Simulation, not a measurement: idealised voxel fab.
process module | voxel self aligned vias
cross-section cut | 145 nm wide | cells 5 nm
A cross-section is a grid of square cells, given in bands from the top down. A band is one or more rows of cells.
Each band's line starts with the height of the band's top and of its bottom, in nm. Then come its materials from left to right, each with its width in nm. One material with "throughout" fills the band from edge to edge. "air" is empty space.
Height 0 is the level under which the wafer as received is all one material. The lowest band goes on downwards, as in "0 down".
A width such as "30 to 40" changes by the same amount from each row of cells to the next, from the band's top row to its bottom row.
"no change" after a step means that no cell of the cross-section changed.
closed voids: empty space of 8 cells or more with no open way to the top, each as width x height at its distance from the left edge, in nm
after a step's settings: what the simulator itself notes on the step
overlay nm, on a step with a mask: how far to the right of its planned place the mask lay; to the left if negative
Each pair below shows a cross-section before one step and the cross-section after it, down to the lowest band that changed. The line under each pair gives the step between them, with its settings. The pairs can come from different runs of this module on the same starting wafer, so a pair continues from the pair above only where its "before" says so.
before
  40 to 35: SiO2 30 | SiN 25 | SiO2 40 | SiN 25 | SiO2 25
  35 to 25: SiO2 30 | TiN 5 | Ru 15 | TiN 5 | SiO2 40 | TiN 5 | Ru 15 | TiN 5 | SiO2 25
  25 to 20: SiO2 30 | TiN 25 | SiO2 40 | TiN 25 | SiO2 25
  20 to 15: SiCN throughout
  15 to 0: SiO2 throughout
  0 down: Si throughout
  closed voids: none
after
  60 to 40: SiO2 throughout
  below 40: unchanged
  closed voids: none
the step between: op DIRECTIONAL_DEP | material SiO2 | thk nm 20
before: the cross-section after the pair above
after
  70 to 60: aC throughout
  below 60: unchanged
  closed voids: none
the step between: op DIRECTIONAL_DEP | material aC | thk nm 10
before: the cross-section after the pair above
after
  95 to 70: resist 15 | air 45 | resist 85
  below 70: unchanged
  closed voids: none
the step between: op PATTERN | tone open | mask id VIAS | material resist | width nm 45 | thk nm 25 | overlay nm 0
before: the cross-section after the pair above
after
  85 to 70: resist 15 | air 45 | resist 85
  70 to 60: aC 15 | air 45 | aC 85
  below 60: unchanged
  closed voids: none
the step between: op DIRECTIONAL_ETCH | etch materials aC | depth nm 10
before: the cross-section after the pair above
after
  70 to 60: aC 15 | air 45 | aC 85
  below 60: unchanged
  closed voids: none
the step between: op STRIP | etch materials resist
before: the cross-section after the pair above
after
  70 to 60: aC 15 | air 45 | aC 85
  60 to 40: SiO2 15 | air 45 | SiO2 85
  below 40: unchanged
  closed voids: none
the step between: op DIRECTIONAL_ETCH | etch materials SiO2 | depth nm 20
before: the cross-section after the pair above
after
  70 to 60: aC 15 | air 45 | aC 85
  60 to 40: SiO2 15 | air 45 | SiO2 85
  40 to 35: SiO2 30 | air 25 | SiO2 40 | SiN 25 | SiO2 25
  below 35: unchanged
  closed voids: none
the step between: op DIRECTIONAL_ETCH | etch materials SiN | depth nm 5
before: the cross-section after the pair above
after
  60 to 40: SiO2 15 | air 45 | SiO2 85
  below 40: unchanged
  closed voids: none
the step between: op STRIP | etch materials aC
before: the cross-section after the pair above
after
  65 to 60: TiN 20 | air 35 | TiN 90
  60 to 45: SiO2 15 | TiN 5 | air 35 | TiN 5 | SiO2 85
  45 to 40: SiO2 15 | TiN 20 | air 15 | TiN 10 | SiO2 85
  40 to 35: SiO2 30 | TiN 25 | SiO2 40 | SiN 25 | SiO2 25
  below 35: unchanged
  closed voids: none
the step between: op CONFORMAL_DEP | material TiN | thk nm 5
before: the cross-section after the pair above
after
  75 to 65: W throughout
  65 to 60: TiN 20 | W 35 | TiN 90
  60 to 45: SiO2 15 | TiN 5 | W 35 | TiN 5 | SiO2 85
  45 to 40: SiO2 15 | TiN 20 | W 15 | TiN 10 | SiO2 85
  below 40: unchanged
  closed voids: none
the step between: op FILL_DEP | material W | thk nm 10
before: the cross-section after the pair above
after
  60 to 45: SiO2 15 | TiN 5 | W 35 | TiN 5 | SiO2 85
  below 45: unchanged
  closed voids: none
the step between: op CMP | height nm 60
before: the cross-section after the pair above
after
  65 to 60: SiN throughout
  below 60: unchanged
  closed voids: none
the step between: op CONFORMAL_DEP | material SiN | thk nm 5
before
  40 to 35: SiO2 25 | air 25 | SiO2 40 | air 25 | SiO2 30
  35 to 25: SiO2 25 | TiN 5 | Ru 15 | TiN 5 | SiO2 40 | TiN 5 | Ru 15 | TiN 5 | SiO2 30
  25 to 20: SiO2 25 | TiN 25 | SiO2 40 | TiN 25 | SiO2 30
  20 to 15: SiCN throughout
  15 to 0: SiO2 throughout
  0 down: Si throughout
  closed voids: none
after
  45 to 40: aC throughout
  40 to 35: SiO2 25 | aC 25 | SiO2 40 | aC 25 | SiO2 30
  below 35: unchanged
  closed voids: none
the step between: op FILL_DEP | material aC | thk nm 5
before: the cross-section after the pair above
after
  40 to 35: SiO2 25 | aC 25 | SiO2 40 | aC 25 | SiO2 30
  below 35: unchanged
  closed voids: none
the step between: op CMP | height nm 40
before: the cross-section after the pair above
after
  60 to 40: SiO2 throughout
  below 40: unchanged
  closed voids: none
the step between: op DIRECTIONAL_DEP | material SiO2 | thk nm 20
before: the cross-section after the pair above
after
  70 to 60: aC throughout
  below 60: unchanged
  closed voids: none
the step between: op DIRECTIONAL_DEP | material aC | thk nm 10
before: the cross-section after the pair above
after
  95 to 70: resist 15 | air 45 | resist 85
  below 70: unchanged
  closed voids: none
the step between: op PATTERN | tone open | mask id VIAS | material resist | width nm 45 | thk nm 25 | overlay nm 0
before: the cross-section after the pair above
after
  85 to 70: resist 15 | air 45 | resist 85
  70 to 60: aC 15 | air 45 | aC 85
  below 60: unchanged
  closed voids: none
the step between: op DIRECTIONAL_ETCH | etch materials aC | depth nm 10
before: the cross-section after the pair above
after
  70 to 60: aC 15 | air 45 | aC 85
  below 60: unchanged
  closed voids: none
the step between: op STRIP | etch materials resist
before: the cross-section after the pair above
after
  70 to 60: aC 15 | air 45 | aC 85
  60 to 40: SiO2 15 | air 45 | SiO2 85
  below 40: unchanged
  closed voids: none
the step between: op DIRECTIONAL_ETCH | etch materials SiO2 | depth nm 20
before: the cross-section after the pair above
after
  60 to 40: SiO2 15 | air 45 | SiO2 85
  40 to 35: SiO2 25 | air 25 | SiO2 40 | aC 25 | SiO2 30
  below 35: unchanged
  closed voids: none
the step between: op STRIP | etch materials aC
before: the cross-section after the pair above
after
  65 to 60: TiN 20 | air 35 | TiN 90
  60 to 45: SiO2 15 | TiN 5 | air 35 | TiN 5 | SiO2 85
  45 to 40: SiO2 15 | TiN 15 | air 15 | TiN 15 | SiO2 85
  40 to 35: SiO2 25 | TiN 25 | SiO2 40 | aC 25 | SiO2 30
  below 35: unchanged
  closed voids: none
the step between: op CONFORMAL_DEP | material TiN | thk nm 5
before: the cross-section after the pair above
after
  75 to 65: W throughout
  65 to 60: TiN 20 | W 35 | TiN 90
  60 to 45: SiO2 15 | TiN 5 | W 35 | TiN 5 | SiO2 85
  45 to 40: SiO2 15 | TiN 15 | W 15 | TiN 15 | SiO2 85
  below 40: unchanged
  closed voids: none
the step between: op FILL_DEP | material W | thk nm 10
before: the cross-section after the pair above
after
  60 to 45: SiO2 15 | TiN 5 | W 35 | TiN 5 | SiO2 85
  below 45: unchanged
  closed voids: none
the step between: op CMP | height nm 60
before: the cross-section after the pair above
after
  65 to 60: SiN throughout
  below 60: unchanged
  closed voids: none
the step between: op CONFORMAL_DEP | material SiN | thk nm 5
before
  70 to 60: aC throughout
  60 to 40: SiO2 throughout
  40 to 35: SiO2 25 | SiN 25 | SiO2 40 | SiN 25 | SiO2 30
  35 to 25: SiO2 25 | TiN 5 | Ru 15 | TiN 5 | SiO2 40 | TiN 5 | Ru 15 | TiN 5 | SiO2 30
  25 to 20: SiO2 25 | TiN 25 | SiO2 40 | TiN 25 | SiO2 30
  20 to 15: SiCN throughout
  15 to 0: SiO2 throughout
  0 down: Si throughout
  closed voids: none
after
  95 to 70: air 15 | resist 45 | air 85
  below 70: unchanged
  closed voids: none
the step between: op PATTERN | tone cover | mask id VIAS | material resist | width nm 45 | thk nm 25 | overlay nm 0
before: the cross-section after the pair above
after
  85 to 70: air 15 | resist 45 | air 85
  70 to 60: air 15 | aC 45 | air 85
  below 60: unchanged
  closed voids: none
the step between: op DIRECTIONAL_ETCH | etch materials aC | depth nm 10
before: the cross-section after the pair above
after
  70 to 60: air 15 | aC 45 | air 85
  below 60: unchanged
  closed voids: none
the step between: op STRIP | etch materials resist
before: the cross-section after the pair above
after
  70 to 60: air 15 | aC 45 | air 85
  60 to 40: air 15 | SiO2 45 | air 85
  below 40: unchanged
  closed voids: none
the step between: op DIRECTIONAL_ETCH | etch materials SiO2 | depth nm 20
before: the cross-section after the pair above
after
  70 to 60: air 15 | aC 45 | air 85
  60 to 40: air 15 | SiO2 45 | air 85
  40 to 35: SiO2 25 | SiN 25 | SiO2 40 | air 25 | SiO2 30
  below 35: unchanged
  closed voids: none
the step between: op DIRECTIONAL_ETCH | etch materials SiN | depth nm 5
before: the cross-section after the pair above
after
  60 to 40: air 15 | SiO2 45 | air 85
  below 40: unchanged
  closed voids: none
the step between: op STRIP | etch materials aC
before: the cross-section after the pair above
after
  65 to 60: air 10 | TiN 55 | air 80
  60 to 45: air 10 | TiN 5 | SiO2 45 | TiN 5 | air 80
  45 to 40: TiN 15 | SiO2 45 | TiN 35 | air 15 | TiN 35
  40 to 35: SiO2 25 | SiN 25 | SiO2 40 | TiN 25 | SiO2 30
  below 35: unchanged
  closed voids: none
the step between: op CONFORMAL_DEP | material TiN | thk nm 5
before: the cross-section after the pair above
after
  75 to 65: W throughout
  65 to 60: W 10 | TiN 55 | W 80
  60 to 45: W 10 | TiN 5 | SiO2 45 | TiN 5 | W 80
  45 to 40: TiN 15 | SiO2 45 | TiN 35 | W 15 | TiN 35
  below 40: unchanged
  closed voids: none
the step between: op FILL_DEP | material W | thk nm 10
before: the cross-section after the pair above
after
  60 to 45: W 10 | TiN 5 | SiO2 45 | TiN 5 | W 80
  below 45: unchanged
  closed voids: none
the step between: op CMP | height nm 60
before: the cross-section after the pair above
after
  65 to 60: SiN throughout
  below 60: unchanged
  closed voids: none
the step between: op CONFORMAL_DEP | material SiN | thk nm 5
